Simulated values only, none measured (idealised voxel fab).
Documented hereafter: the process module known as voxel lift off.
Displayed cross-section: cut, width of 215 nm, square cells sized 5 nm.
Cross-section, as written here: a square-cell grid given band by band from the top down, where a band holds one or more rows of cells.
The entry gives the band's vertical extent as a top height and a bottom height in nm, then its horizontal make-up as materials from left to right, each with a width in nm. "air" stands for empty space; a single material marked "everywhere" fills the band edge to edge.
Measure heights from 0. That's the level where, below it, the as-received wafer is all one material. The lowest band is bottomless and extends downward; write it as in "0 -> down".
When a width is written as two numbers, as in "30 to 40", the first number is the width in the top row of cells of the band and the second is the width in its bottom row, and the width changes by the same amount from each row to the next.
For the purposes of this document, the phrase "no modifications" attached to a step denotes that no cell within the cross-section was modified by that step.
So "Closed voids list" is basically the list of trapped voids: any empty space of 8 cells or more that can't reach the top through an opening. They're written width x height at distance, the distance being from the left edge, and it's all nm.
If you see something after the settings on a step's line, that's the simulator's own remark about that step.
A step's line can hold "overlay nm"; with a mask on that step, the setting says how far right of the planned place the mask lay, while a negative setting says it lay to the left.
## The planned process steps are enumerated hereunder
| 1 | RECEIVE [material Si] |
| 2 | CONFORMAL_DEP [material SiN] [thk nm 5] |
| 3 | PATTERN [tone open] [mask id LINES] [material resist] [width nm 25] [pitch nm 50] [thk nm 25] [overlay nm 0] |
| 4 | DIRECTIONAL_DEP [material Ru] [thk nm 15] |
| 5 | STRIP [etch materials resist] |
| 6 | CONFORMAL_DEP [material SiN] [thk nm 5] |
## Shown in cross-section is the wafer as received, that is, as it stands after step 1
  0 -> down: Si everywhere
  Closed voids list: none
## Here's the cross-section of the first of our two wafers at the end of the module - it ran as planned
  25 -> 20: 15 of air | 35 of SiN | 15 of air | 35 of SiN | 15 of air | 35 of SiN | 15 of air | 35 of SiN | 15 of air
  20 -> 10: 15 of air | 5 of SiN | 25 of Ru | 5 of SiN | 15 of air | 5 of SiN | 25 of Ru | 5 of SiN | 15 of air | 5 of SiN | 25 of Ru | 5 of SiN | 15 of air | 5 of SiN | 25 of Ru | 5 of SiN | 15 of air
  10 -> 5: 20 of SiN | 25 of Ru | 25 of SiN | 25 of Ru | 25 of SiN | 25 of Ru | 25 of SiN | 25 of Ru | 20 of SiN
  5 -> 0: SiN everywhere
  0 -> down: Si everywhere
  Closed voids list: none
## This is the second of the two wafers, cross-sectioned at the end of the module; it started exactly like the first and was given the same plan, but it was run with one mistake
  25 -> 20: 10 of air | 35 of SiN | 15 of air | 35 of SiN | 15 of air | 35 of SiN | 15 of air | 35 of SiN | 20 of air
  20 -> 10: 10 of air | 5 of SiN | 25 of Ru | 5 of SiN | 15 of air | 5 of SiN | 25 of Ru | 5 of SiN | 15 of air | 5 of SiN | 25 of Ru | 5 of SiN | 15 of air | 5 of SiN | 25 of Ru | 5 of SiN | 20 of air
  10 -> 5: 15 of SiN | 25 of Ru | 25 of SiN | 25 of Ru | 25 of SiN | 25 of Ru | 25 of SiN | 25 of Ru | 25 of SiN
  5 -> 0: SiN everywhere
  0 -> down: Si everywhere
  Closed voids list: none
Finding, execution versus plan: step 3 went in with a setting other than planned; the actual run was PATTERN [tone open] [mask id LINES] [material resist] [width nm 25] [pitch nm 50] [thk nm 25] [overlay nm -5]
If you tally the cells, the second wafer ends up with the same amount of every material as the first; it's all just sitting in different places.
